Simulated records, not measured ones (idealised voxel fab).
process module | voxel self aligned contacts
cross-section cut | 170 nm wide | cells 5 nm
A cross-section is a grid of square cells, given in bands from the top down. A band is one or more rows of cells.
Each band's line starts with the height of the band's top and of its bottom, in nm. Then come its materials from left to right, each with its width in nm. One material with "throughout" fills the band from edge to edge. "air" is empty space.
Height 0 is the level under which the wafer as received is all one material. The lowest band goes on downwards, as in "0 down".
A width such as "30 to 40" changes by the same amount from each row of cells to the next, from the band's top row to its bottom row.
"no change" after a step means that no cell of the cross-section changed.
closed voids: empty space of 8 cells or more with no open way to the top, each as width x height at its distance from the left edge, in nm
after a step's settings: what the simulator itself notes on the step
overlay nm, on a step with a mask: how far to the right of its planned place the mask lay; to the left if negative
plan
1 op RECEIVE | material Si
2 op CONFORMAL_DEP | material SiO2 | thk nm 5
3 op DIRECTIONAL_DEP | material polySi | thk nm 30
4 op DIRECTIONAL_DEP | material SiN | thk nm 20
5 op DIRECTIONAL_DEP | material aC | thk nm 10
6 op PATTERN | tone cover | mask id GATE | material resist | width nm 30 | pitch nm 60 | thk nm 25 | overlay nm 0
7 op DIRECTIONAL_ETCH | etch materials aC | depth nm 10
8 op STRIP | etch materials resist
9 op DIRECTIONAL_ETCH | etch materials SiN | depth nm 20
10 op DIRECTIONAL_ETCH | etch materials polySi | depth nm 30
11 op STRIP | etch materials aC
12 op CONFORMAL_DEP | material SiN | thk nm 5
13 op DIRECTIONAL_ETCH | etch materials SiN | depth nm 5
14 op FILL_DEP | material SiO2 | thk nm 10
15 op CMP | height nm 60
16 op PATTERN | tone open | mask id CONTACT | material resist | width nm 40 | thk nm 15 | overlay nm 0
17 op DIRECTIONAL_ETCH | etch materials SiO2 | depth nm 60
18 op STRIP | etch materials resist
19 op CONFORMAL_DEP | material TiN | thk nm 5
20 op FILL_DEP | material W | thk nm 5
21 op CMP | height nm 60
22 op CONFORMAL_DEP | material SiN | thk nm 5
varied across the wafers: thk nm of step 22. The plan shows the first wafer's value. All wafers start alike
first wafer as received, after step 1
  0 down: Si throughout
  closed voids: none
each wafer at the end: cells of each material gained (+) or lost (-) since it was received, then its closed voids
thk nm 5 | +122 SiN | +196 SiO2 | +30 TiN | +22 W | +72 polySi | closed voids: none
thk nm 10 | +156 SiN | +196 SiO2 | +30 TiN | +22 W | +72 polySi | closed voids: none
thk nm 15 | +190 SiN | +196 SiO2 | +30 TiN | +22 W | +72 polySi | closed voids: none
thk nm 20 | +224 SiN | +196 SiO2 | +30 TiN | +22 W | +72 polySi | closed voids: none
